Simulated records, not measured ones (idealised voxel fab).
The document below concerns the process module designated voxel air gaps.
It is cross-section cut that appears here, measuring 290 nm in width, its square cells being 5 nm in size.
Bands, listed from the top down, are how a cross-section gets written in this document; the cross-section itself is a grid of square cells, and a band is one or more rows of them.
Top height, bottom height, nm. Materials left to right, width each, nm. Single material + "throughout" = fills band edge to edge. "empty" = empty.
Basically, 0 is our baseline, since under it the wafer straight out of the box is all one material. The bottom band has no lower end and keeps on going down, so it looks like "0 down".
Think of "30->40" as a width that walks from the first number to the second as you go down the band, top row to bottom row, taking equal-sized steps from row to row.
Step marked "no change occurred"? Then no cell in the cross-section changed in it.
Basically, "Sealed cavities" tells you about the enclosed voids: empty spaces with no open way to the top, 8 cells or bigger, each written width x height at distance, where distance is from the left edge, all in nm.
Heads up: the bit after the settings on a step's line is the simulator's remark on that step.
The optional step-line setting "overlay nm" applies to steps with a mask and quantifies how far to the right of its planned location the mask lay, a negative value indicating leftward placement.
## plan
1. RECEIVE with material Si
2. CONFORMAL_DEP with material SiO2, thk nm 15
3. CONFORMAL_DEP with material SiCN, thk nm 5
4. DIRECTIONAL_DEP with material SiO2, thk nm 40
5. DIRECTIONAL_DEP with material aC, thk nm 15
6. PATTERN with tone open, mask id LINES, material resist, width nm 15, pitch nm 45, thk nm 30, overlay nm 0
7. DIRECTIONAL_ETCH with etch materials aC, depth nm 15
8. STRIP with etch materials resist
9. DIRECTIONAL_ETCH with etch materials SiO2, depth nm 40
10. STRIP with etch materials aC
11. CONFORMAL_DEP with material TiN, thk nm 5
12. FILL_DEP with material W, thk nm 5
13. CMP with height nm 60
14. EPI with material Ru, thk nm 10
15. SELECTIVE_ETCH with etch materials SiO2, depth nm 50
16. CONFORMAL_DEP with material SiCN, thk nm 5
It is noted that the wafers described herein are identical at the outset and are distinguished by the width nm of step 6; the value stated in the plan corresponds to the first wafer.
## The as-received cross-section of the first of several wafers corresponds to the state after step 1
  0 down  Si throughout
  Sealed cavities: none
## Below is a per-wafer table. In it, each row describes the wafer at the end of the module by giving, for each material, the number of cells gained (+) or lost (-) since the wafer was received, and after that the closed voids of the wafer
width nm 15; +56 Ru; +228 SiCN; +174 SiO2; +68 TiN; +28 W; Sealed cavities: 20 x 30 at 90; 20 x 30 at 135; 20 x 30 at 180
width nm 20; +64 Ru; +216 SiCN; +174 SiO2; +72 TiN; +56 W; Sealed cavities: 15 x 30 at 90; 15 x 30 at 135; 15 x 30 at 180
width nm 25; +72 Ru; +144 SiCN; +270 SiO2; +76 TiN; +84 W; Sealed cavities: none
width nm 30; +74 Ru; +144 SiCN; +246 SiO2; +80 TiN; +112 W; Sealed cavities: none
